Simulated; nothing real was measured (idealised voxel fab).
Documented hereafter: the process module known as voxel wiring stack.
Cross-sectional view cut (width: 240 nm; square cell size: 5 nm).
In what follows, cross-sections appear as grids of square cells, described through bands that run from the top down, where every band is one or more rows of cells.
Band: top height; bottom height; in nm. Then, left to right: material with width in nm, for each material. "edge to edge": a single material spanning edge to edge. "blank": empty space.
Height 0 is the level under which the wafer as received is all one material. The lowest band goes on downwards, as in "0 -> down".
Width spec "30->40" -> top row of cells at first value, bottom row at second value, equal per-row change in between.
Given "same as before" for a step, no cell of the cross-section differs between before and after that step.
"Closed cavities" contains a list of empty spaces, each no smaller than 8 cells and without an open way to the top, written in the form width x height at distance with the distance from the left edge and all three in nm.
Where a step's line continues beyond its settings, the continuation is a remark by the simulator itself on that step.
"overlay nm" denotes, for a step that has a mask, the displacement of the mask to the right of its planned place, with negative values corresponding to the left.

Process steps foreseen in the plan
1,RECEIVE | material Si
2,CONFORMAL_DEP | material SiO2 | thk nm 10
3,CONFORMAL_DEP | material SiN | thk nm 5
4,DIRECTIONAL_DEP | material lowk | thk nm 15
5,DIRECTIONAL_DEP | material aC | thk nm 15
6,PATTERN | tone open | mask id METAL_1 | material resist | width nm 30 | pitch nm 45 | thk nm 35 | overlay nm 0
7,DIRECTIONAL_ETCH | etch materials aC | depth nm 15
8,STRIP | etch materials resist
9,DIRECTIONAL_ETCH | etch materials lowk | depth nm 15
10,DIRECTIONAL_ETCH | etch materials SiN | depth nm 5
11,STRIP | etch materials aC
12,CONFORMAL_DEP | material TiN | thk nm 5
13,FILL_DEP | material W | thk nm 10
14,CMP | height nm 30
15,EPI | material Ru | thk nm 5
16,FILL_DEP | material SiCN | thk nm 5
17,DIRECTIONAL_DEP | material SiO2 | thk nm 10
18,DIRECTIONAL_DEP | material aC | thk nm 15
19,PATTERN | tone open | mask id PLUG_1 | material resist | width nm 15 | pitch nm 45 | thk nm 30 | overlay nm 0
20,DIRECTIONAL_ETCH | etch materials aC | depth nm 15
21,STRIP | etch materials resist
22,DIRECTIONAL_ETCH | etch materials SiO2 | depth nm 10
23,DIRECTIONAL_ETCH | etch materials SiCN | depth nm 5
24,STRIP | etch materials aC
25,EPI | material Ru | thk nm 10
26,EPI | material Ru | thk nm 5
27,CONFORMAL_DEP | material SiN | thk nm 5
28,DIRECTIONAL_DEP | material lowk | thk nm 25
29,DIRECTIONAL_DEP | material aC | thk nm 10
30,PATTERN | tone open | mask id METAL_2 | material resist | width nm 30 | pitch nm 45 | thk nm 25 | overlay nm -15
31,DIRECTIONAL_ETCH | etch materials aC | depth nm 10
32,STRIP | etch materials resist
33,DIRECTIONAL_ETCH | etch materials lowk | depth nm 25
34,DIRECTIONAL_ETCH | etch materials SiN | depth nm 5
35,STRIP | etch materials aC
36,CONFORMAL_DEP | material TiN | thk nm 5
37,FILL_DEP | material W | thk nm 10
38,CMP | height nm 80
39,CONFORMAL_DEP | material SiCN | thk nm 5
What sets these wafers apart? The overlay nm at step 30. They all start alike, and the plan carries the first wafer's value.

Sectional view: first of several wafers, as received, after step 1
- 0 -> down: Si edge to edge
- Closed cavities: none

Post step 39, the closing step of the module: first of several wafers, cross-sectioned
- 85 -> 80: SiCN edge to edge
- 80 -> 55: lowk: 65; TiN: 5; W: 20; TiN: 5; lowk: 15; TiN: 5; W: 20; TiN: 5; lowk: 100
- 55 -> 50: SiN: 65; TiN: 30; SiN: 15; TiN: 30; SiN: 100
- 50 -> 40: SiO2: 80; Ru: 15; SiO2: 30; Ru: 15; SiO2: 100
- 40 -> 30: SiCN: 80->75; Ru: 15->40; SiCN: 30->5; Ru: 15->40; SiCN: 100->80
- 30 -> 15: lowk: 80; TiN: 5; W: 20; TiN: 5; lowk: 15; TiN: 5; W: 20; TiN: 5; lowk: 85
- 15 -> 10: SiN: 80; TiN: 30; SiN: 15; TiN: 30; SiN: 85
- 10 -> 0: SiO2 edge to edge
- 0 -> down: Si edge to edge
- Closed cavities: none

Cross-section, last wafer, module completion
- 85 -> 80: SiCN edge to edge
- 80 -> 55: lowk: 95; TiN: 5; W: 20; TiN: 5; lowk: 15; TiN: 5; W: 20; TiN: 5; lowk: 70
- 55 -> 50: SiN: 95; TiN: 30; SiN: 15; TiN: 30; SiN: 70
- 50 -> 40: SiO2: 80; Ru: 15; SiO2: 30; Ru: 15; SiO2: 100
- 40 -> 30: SiCN: 80->75; Ru: 15->40; SiCN: 30->5; Ru: 15->40; SiCN: 100->80
- 30 -> 15: lowk: 80; TiN: 5; W: 20; TiN: 5; lowk: 15; TiN: 5; W: 20; TiN: 5; lowk: 85
- 15 -> 10: SiN: 80; TiN: 30; SiN: 15; TiN: 30; SiN: 85
- 10 -> 0: SiO2 edge to edge
- 0 -> down: Si edge to edge
- Closed cavities: none

Wafer rows, end of module: cells per material gained (+) or lost (-) since receipt; closed voids last
overlay nm -15, +34 Ru, +122 SiCN, +72 SiN, +180 SiO2, +56 TiN, +64 W, +288 lowk, Closed cavities: none
overlay nm -10, +34 Ru, +122 SiCN, +72 SiN, +180 SiO2, +56 TiN, +64 W, +288 lowk, Closed cavities: none
overlay nm -5, +34 Ru, +122 SiCN, +72 SiN, +180 SiO2, +56 TiN, +64 W, +288 lowk, Closed cavities: none
overlay nm 0, +34 Ru, +122 SiCN, +72 SiN, +180 SiO2, +56 TiN, +64 W, +288 lowk, Closed cavities: none
overlay nm 5, +34 Ru, +122 SiCN, +72 SiN, +180 SiO2, +56 TiN, +64 W, +288 lowk, Closed cavities: none
overlay nm 10, +34 Ru, +122 SiCN, +72 SiN, +180 SiO2, +56 TiN, +64 W, +288 lowk, Closed cavities: none
overlay nm 15, +34 Ru, +122 SiCN, +72 SiN, +180 SiO2, +56 TiN, +64 W, +288 lowk, Closed cavities: none
